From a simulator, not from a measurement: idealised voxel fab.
Process module, titled voxel released beams
Section cut is 190 nm wide and gridded with 5 nm square cells.
Bands, listed from the top down, are how a cross-section gets written in this document; the cross-section itself is a grid of square cells, and a band is one or more rows of them.
For a band, the entry starts with two heights in nm, that of the top and then that of the bottom, and carries on with the band's materials in order from left to right, each alongside its width in nm; the word "full width" beside a single material means it fills the band edge to edge, and "blank" means empty space.
Heights are expressed relative to 0, this being the level below which the as-received wafer comprises one material exclusively. The lowest band is unbounded in the downward direction and is denoted as in "0..down".
A width given as "30..40" starts at the first number in the band's top row and ends at the second number in its bottom row, shifting by an equal amount at every step from row to row.
For the purposes of this document, the phrase "remains unaltered" attached to a step denotes that no cell within the cross-section was modified by that step.
Heads up: "Tabulated closed voids" only lists the empty pockets with no open path to the top that are 8 cells or more, and it writes them as width x height at distance, distance from the left edge, in nm.
Read whatever lies past the settings on a step's line as the simulator's own remark about the step.
A step's line can hold "overlay nm"; with a mask on that step, the setting says how far right of the planned place the mask lay, while a negative setting says it lay to the left.
[The process steps that were planned are listed below]
1 op RECEIVE | material Si
2 op CONFORMAL_DEP | material Al2O3 | thk nm 5
3 op DIRECTIONAL_DEP | material SiO2 | thk nm 20
4 op MASKED_ETCH | tone open | mask id ANCHOR | width nm 35 | etch materials SiO2 | depth nm 20 | overlay nm 0
5 op CONFORMAL_DEP | material W | thk nm 15
6 op MASKED_ETCH | tone cover | mask id BEAM | width nm 90 | etch materials W | depth nm 15 | overlay nm 0
7 op STRIP | etch materials SiO2
[As-received state of the wafer in cross-section, equivalent to post-step 1]
0..down  Si full width
Tabulated closed voids: none
[First of two wafers: cross-section at end of module, run per plan]
40..25  blank: 45 / W: 20 / blank: 5 / W: 65 / blank: 55
25..20  blank: 50 / W: 15 / blank: 5 / W: 15 / blank: 105
20..5  blank: 50 / W: 35 / blank: 105
5..0  Al2O3 full width
0..down  Si full width
Tabulated closed voids: none
[Wafer two (of two), end-of-module cross-section: start = wafer one, plan = wafer one, one run mistake]
40..25  blank: 45 / W: 55 / blank: 90
25..20  blank: 35 / W: 15 / SiO2: 35 / W: 15 / blank: 90
20..5  blank: 35 / W: 15 / SiO2: 35 / W: 50 / blank: 55
5..0  Al2O3 full width
0..down  Si full width
Tabulated closed voids: none
So what did we get wrong on this run? step 4 was not run as planned; what actually ran was op MASKED_ETCH | tone cover | mask id ANCHOR | width nm 35 | etch materials SiO2 | depth nm 20 | overlay nm 0
FYI, end of process, the second wafer has more or fewer cells of some materials than the first: SiO2 +28
